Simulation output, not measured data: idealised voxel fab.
process module | voxel wiring stack
cross-section cut | 180 nm wide | cells 5 nm
A cross-section is a grid of square cells, given in bands from the top down. A band is one or more rows of cells.
Each band's line starts with the height of the band's top and of its bottom, in nm. Then come its materials from left to right, each with its width in nm. One material with "throughout" fills the band from edge to edge. "air" is empty space.
Height 0 is the level under which the wafer as received is all one material. The lowest band goes on downwards, as in "0 down".
A width such as "30 to 40" changes by the same amount from each row of cells to the next, from the band's top row to its bottom row.
"no change" after a step means that no cell of the cross-section changed.
closed voids: empty space of 8 cells or more with no open way to the top, each as width x height at its distance from the left edge, in nm
after a step's settings: what the simulator itself notes on the step
overlay nm, on a step with a mask: how far to the right of its planned place the mask lay; to the left if negative
plan
1 op RECEIVE | material Si
2 op CONFORMAL_DEP | material SiO2 | thk nm 10
3 op DIRECTIONAL_DEP | material TiN | thk nm 5
4 op DIRECTIONAL_DEP | material Ru | thk nm 15
5 op MASKED_ETCH | tone cover | mask id METAL_1 | width nm 30 | pitch nm 50 | etch materials Ru | depth nm 15 | overlay nm 0
6 op MASKED_ETCH | tone cover | mask id METAL_1 | width nm 30 | pitch nm 50 | etch materials TiN | depth nm 5 | overlay nm 0
7 op CONFORMAL_DEP | material SiCN | thk nm 5
8 op FILL_DEP | material SiO2 | thk nm 10
9 op CMP | height nm 30
10 op CONFORMAL_DEP | material SiCN | thk nm 5
11 op DIRECTIONAL_DEP | material SiO2 | thk nm 30
12 op MASKED_ETCH | tone open | mask id METAL_2_HOLES | width nm 15 | pitch nm 50 | etch materials SiO2 | depth nm 30 | overlay nm 0
13 op PATTERN | tone open | mask id METAL_2 | material resist | width nm 30 | pitch nm 50 | thk nm 20 | overlay nm 0
14 op DIRECTIONAL_ETCH | etch materials SiO2 | depth nm 20
15 op DIRECTIONAL_ETCH | etch materials SiCN | depth nm 5
16 op STRIP | etch materials resist
17 op CONFORMAL_DEP | material TiN | thk nm 5
18 op FILL_DEP | material Ru | thk nm 5
19 op CMP | height nm 65
20 op CONFORMAL_DEP | material SiCN | thk nm 5
21 op DIRECTIONAL_DEP | material SiO2 | thk nm 25
22 op PATTERN | tone open | mask id METAL_3 | material resist | width nm 30 | pitch nm 50 | thk nm 20 | overlay nm 0
23 op DIRECTIONAL_ETCH | etch materials SiO2 | depth nm 15
24 op STRIP | etch materials resist
25 op MASKED_ETCH | tone open | mask id METAL_3_HOLES | width nm 15 | etch materials SiO2 | depth nm 10 | overlay nm 0
26 op MASKED_ETCH | tone open | mask id METAL_3_HOLES | width nm 15 | etch materials SiCN | depth nm 5 | overlay nm 0
27 op CONFORMAL_DEP | material TiN | thk nm 5
28 op FILL_DEP | material Ru | thk nm 10
29 op CMP | height nm 95
30 op CONFORMAL_DEP | material SiCN | thk nm 5
31 op DIRECTIONAL_DEP | material lowk | thk nm 35
32 op MASKED_ETCH | tone open | mask id METAL_4 | width nm 30 | pitch nm 50 | etch materials lowk | depth nm 20 | overlay nm 0
33 op MASKED_ETCH | tone open | mask id METAL_4_HOLES | width nm 15 | pitch nm 50 | etch materials lowk | depth nm 15 | overlay nm 0
34 op MASKED_ETCH | tone open | mask id METAL_4_HOLES | width nm 15 | pitch nm 50 | etch materials SiCN | depth nm 5 | overlay nm 0
35 op CONFORMAL_DEP | material TiN | thk nm 5
36 op FILL_DEP | material Ru | thk nm 5
37 op CMP | height nm 135
38 op CONFORMAL_DEP | material SiCN | thk nm 5
first wafer, as planned
as received, after step 1
  0 down: Si throughout
  closed voids: none
after step 2
  10 to 0: SiO2 throughout
  below 0: unchanged
after step 3
  15 to 10: TiN throughout
  below 10: unchanged
after step 4
  30 to 15: Ru throughout
  below 15: unchanged
after step 5
  30 to 15: air 50 | Ru 30 | air 20 | Ru 30 | air 50
  below 15: unchanged
after step 6
  30 to 15: air 50 | Ru 30 | air 20 | Ru 30 | air 50
  15 to 10: air 50 | TiN 30 | air 20 | TiN 30 | air 50
  below 10: unchanged
after step 7
  35 to 30: air 45 | SiCN 40 | air 10 | SiCN 40 | air 45
  30 to 15: air 45 | SiCN 5 | Ru 30 | SiCN 5 | air 10 | SiCN 5 | Ru 30 | SiCN 5 | air 45
  15 to 10: SiCN 50 | TiN 30 | SiCN 20 | TiN 30 | SiCN 50
  below 10: unchanged
after step 8
  45 to 35: SiO2 throughout
  35 to 30: SiO2 45 | SiCN 40 | SiO2 10 | SiCN 40 | SiO2 45
  30 to 15: SiO2 45 | SiCN 5 | Ru 30 | SiCN 5 | SiO2 10 | SiCN 5 | Ru 30 | SiCN 5 | SiO2 45
  below 15: unchanged
after step 9
  30 to 15: SiO2 45 | SiCN 5 | Ru 30 | SiCN 5 | SiO2 10 | SiCN 5 | Ru 30 | SiCN 5 | SiO2 45
  below 15: unchanged
after step 10
  35 to 30: SiCN throughout
  below 30: unchanged
after step 11
  65 to 35: SiO2 throughout
  below 35: unchanged
after step 12
  65 to 35: SiO2 50 | air 15 | SiO2 35 | air 15 | SiO2 65
  below 35: unchanged
after step 13
  85 to 65: resist 50 | air 30 | resist 20 | air 30 | resist 50
  below 65: unchanged
after step 14
  85 to 65: resist 50 | air 30 | resist 20 | air 30 | resist 50
  65 to 45: SiO2 50 | air 30 | SiO2 20 | air 30 | SiO2 50
  below 45: unchanged
after step 15
  85 to 65: resist 50 | air 30 | resist 20 | air 30 | resist 50
  65 to 45: SiO2 50 | air 30 | SiO2 20 | air 30 | SiO2 50
  45 to 35: SiO2 50 | air 15 | SiO2 35 | air 15 | SiO2 65
  35 to 30: SiCN 50 | air 15 | SiCN 35 | air 15 | SiCN 65
  below 30: unchanged
after step 16
  65 to 45: SiO2 50 | air 30 | SiO2 20 | air 30 | SiO2 50
  below 45: unchanged
after step 17
  70 to 65: TiN 55 | air 20 | TiN 30 | air 20 | TiN 55
  65 to 50: SiO2 50 | TiN 5 | air 20 | TiN 5 | SiO2 20 | TiN 5 | air 20 | TiN 5 | SiO2 50
  50 to 45: SiO2 50 | TiN 5 | air 5 | TiN 20 | SiO2 20 | TiN 5 | air 5 | TiN 20 | SiO2 50
  45 to 35: SiO2 50 | TiN 5 | air 5 | TiN 5 | SiO2 35 | TiN 5 | air 5 | TiN 5 | SiO2 65
  35 to 30: SiCN 50 | TiN 15 | SiCN 35 | TiN 15 | SiCN 65
  below 30: unchanged
after step 18
  75 to 70: Ru throughout
  70 to 65: TiN 55 | Ru 20 | TiN 30 | Ru 20 | TiN 55
  65 to 50: SiO2 50 | TiN 5 | Ru 20 | TiN 5 | SiO2 20 | TiN 5 | Ru 20 | TiN 5 | SiO2 50
  50 to 45: SiO2 50 | TiN 5 | Ru 5 | TiN 20 | SiO2 20 | TiN 5 | Ru 5 | TiN 20 | SiO2 50
  45 to 35: SiO2 50 | TiN 5 | Ru 5 | TiN 5 | SiO2 35 | TiN 5 | Ru 5 | TiN 5 | SiO2 65
  below 35: unchanged
after step 19
  65 to 50: SiO2 50 | TiN 5 | Ru 20 | TiN 5 | SiO2 20 | TiN 5 | Ru 20 | TiN 5 | SiO2 50
  below 50: unchanged
after step 20
  70 to 65: SiCN throughout
  below 65: unchanged
after step 21
  95 to 70: SiO2 throughout
  below 70: unchanged
after step 22
  115 to 95: resist 50 | air 30 | resist 20 | air 30 | resist 50
  below 95: unchanged
after step 23
  115 to 95: resist 50 | air 30 | resist 20 | air 30 | resist 50
  95 to 80: SiO2 50 | air 30 | SiO2 20 | air 30 | SiO2 50
  below 80: unchanged
after step 24
  95 to 80: SiO2 50 | air 30 | SiO2 20 | air 30 | SiO2 50
  below 80: unchanged
after step 25
  95 to 80: SiO2 50 | air 30 | SiO2 20 | air 30 | SiO2 50
  80 to 70: SiO2 50 | air 15 | SiO2 115
  below 70: unchanged
after step 26
  95 to 80: SiO2 50 | air 30 | SiO2 20 | air 30 | SiO2 50
  80 to 70: SiO2 50 | air 15 | SiO2 115
  70 to 65: SiCN 50 | air 15 | SiCN 115
  below 65: unchanged
after step 27
  100 to 95: TiN 55 | air 20 | TiN 30 | air 20 | TiN 55
  95 to 85: SiO2 50 | TiN 5 | air 20 | TiN 5 | SiO2 20 | TiN 5 | air 20 | TiN 5 | SiO2 50
  85 to 80: SiO2 50 | TiN 5 | air 5 | TiN 20 | SiO2 20 | TiN 30 | SiO2 50
  80 to 70: SiO2 50 | TiN 5 | air 5 | TiN 5 | SiO2 115
  70 to 65: SiCN 50 | TiN 15 | SiCN 115
  below 65: unchanged
after step 28
  110 to 100: Ru throughout
  100 to 95: TiN 55 | Ru 20 | TiN 30 | Ru 20 | TiN 55
  95 to 85: SiO2 50 | TiN 5 | Ru 20 | TiN 5 | SiO2 20 | TiN 5 | Ru 20 | TiN 5 | SiO2 50
  85 to 80: SiO2 50 | TiN 5 | Ru 5 | TiN 20 | SiO2 20 | TiN 30 | SiO2 50
  80 to 70: SiO2 50 | TiN 5 | Ru 5 | TiN 5 | SiO2 115
  below 70: unchanged
after step 29
  95 to 85: SiO2 50 | TiN 5 | Ru 20 | TiN 5 | SiO2 20 | TiN 5 | Ru 20 | TiN 5 | SiO2 50
  below 85: unchanged
after step 30
  100 to 95: SiCN throughout
  below 95: unchanged
after step 31
  135 to 100: lowk throughout
  below 100: unchanged
after step 32
  135 to 115: lowk 50 | air 30 | lowk 20 | air 30 | lowk 50
  below 115: unchanged
after step 33
  135 to 115: lowk 50 | air 30 | lowk 20 | air 30 | lowk 50
  115 to 100: lowk 50 | air 15 | lowk 35 | air 15 | lowk 65
  below 100: unchanged
after step 34
  135 to 115: lowk 50 | air 30 | lowk 20 | air 30 | lowk 50
  115 to 100: lowk 50 | air 15 | lowk 35 | air 15 | lowk 65
  100 to 95: SiCN 50 | air 15 | SiCN 35 | air 15 | SiCN 65
  below 95: unchanged
after step 35
  140 to 135: TiN 55 | air 20 | TiN 30 | air 20 | TiN 55
  135 to 120: lowk 50 | TiN 5 | air 20 | TiN 5 | lowk 20 | TiN 5 | air 20 | TiN 5 | lowk 50
  120 to 115: lowk 50 | TiN 5 | air 5 | TiN 20 | lowk 20 | TiN 5 | air 5 | TiN 20 | lowk 50
  115 to 100: lowk 50 | TiN 5 | air 5 | TiN 5 | lowk 35 | TiN 5 | air 5 | TiN 5 | lowk 65
  100 to 95: SiCN 50 | TiN 15 | SiCN 35 | TiN 15 | SiCN 65
  below 95: unchanged
after step 36
  145 to 140: Ru throughout
  140 to 135: TiN 55 | Ru 20 | TiN 30 | Ru 20 | TiN 55
  135 to 120: lowk 50 | TiN 5 | Ru 20 | TiN 5 | lowk 20 | TiN 5 | Ru 20 | TiN 5 | lowk 50
  120 to 115: lowk 50 | TiN 5 | Ru 5 | TiN 20 | lowk 20 | TiN 5 | Ru 5 | TiN 20 | lowk 50
  115 to 100: lowk 50 | TiN 5 | Ru 5 | TiN 5 | lowk 35 | TiN 5 | Ru 5 | TiN 5 | lowk 65
  below 100: unchanged
after step 37
  135 to 120: lowk 50 | TiN 5 | Ru 20 | TiN 5 | lowk 20 | TiN 5 | Ru 20 | TiN 5 | lowk 50
  below 120: unchanged
after step 38
  140 to 135: SiCN throughout
  below 135: unchanged
second wafer: like start, like plan, one mistake. Through step 32 it matches the first wafer
when step 33 should have ended
  135 to 115: lowk 50 | air 30 | lowk 20 | air 30 | lowk 50
  115 to 105: lowk 50 | air 15 | lowk 35 | air 15 | lowk 65
  below 105: unchanged
when step 34 should have ended: no change
when step 35 should have ended
  140 to 135: TiN 55 | air 20 | TiN 30 | air 20 | TiN 55
  135 to 120: lowk 50 | TiN 5 | air 20 | TiN 5 | lowk 20 | TiN 5 | air 20 | TiN 5 | lowk 50
  120 to 110: lowk 50 | TiN 5 | air 5 | TiN 20 to 5 | lowk 20 to 35 | TiN 5 | air 5 | TiN 20 to 5 | lowk 50 to 65
  110 to 105: lowk 50 | TiN 15 | lowk 35 | TiN 15 | lowk 65
  below 105: unchanged
when step 36 should have ended
  145 to 140: Ru throughout
  140 to 135: TiN 55 | Ru 20 | TiN 30 | Ru 20 | TiN 55
  135 to 120: lowk 50 | TiN 5 | Ru 20 | TiN 5 | lowk 20 | TiN 5 | Ru 20 | TiN 5 | lowk 50
  120 to 110: lowk 50 | TiN 5 | Ru 5 | TiN 20 to 5 | lowk 20 to 35 | TiN 5 | Ru 5 | TiN 20 to 5 | lowk 50 to 65
  below 110: unchanged
when step 37 should have ended
  135 to 120: lowk 50 | TiN 5 | Ru 20 | TiN 5 | lowk 20 | TiN 5 | Ru 20 | TiN 5 | lowk 50
  below 120: unchanged
when step 38 should have ended
  140 to 135: SiCN throughout
  below 135: unchanged
what went wrong: step 33 ran as: op MASKED_ETCH | tone open | mask id METAL_4_HOLES | width nm 15 | pitch nm 50 | etch materials lowk | depth nm 10 | overlay nm 0
at the end the second wafer has, in cells: 4 fewer of Ru | 6 more of SiCN | 8 fewer of TiN | 6 more of lowk
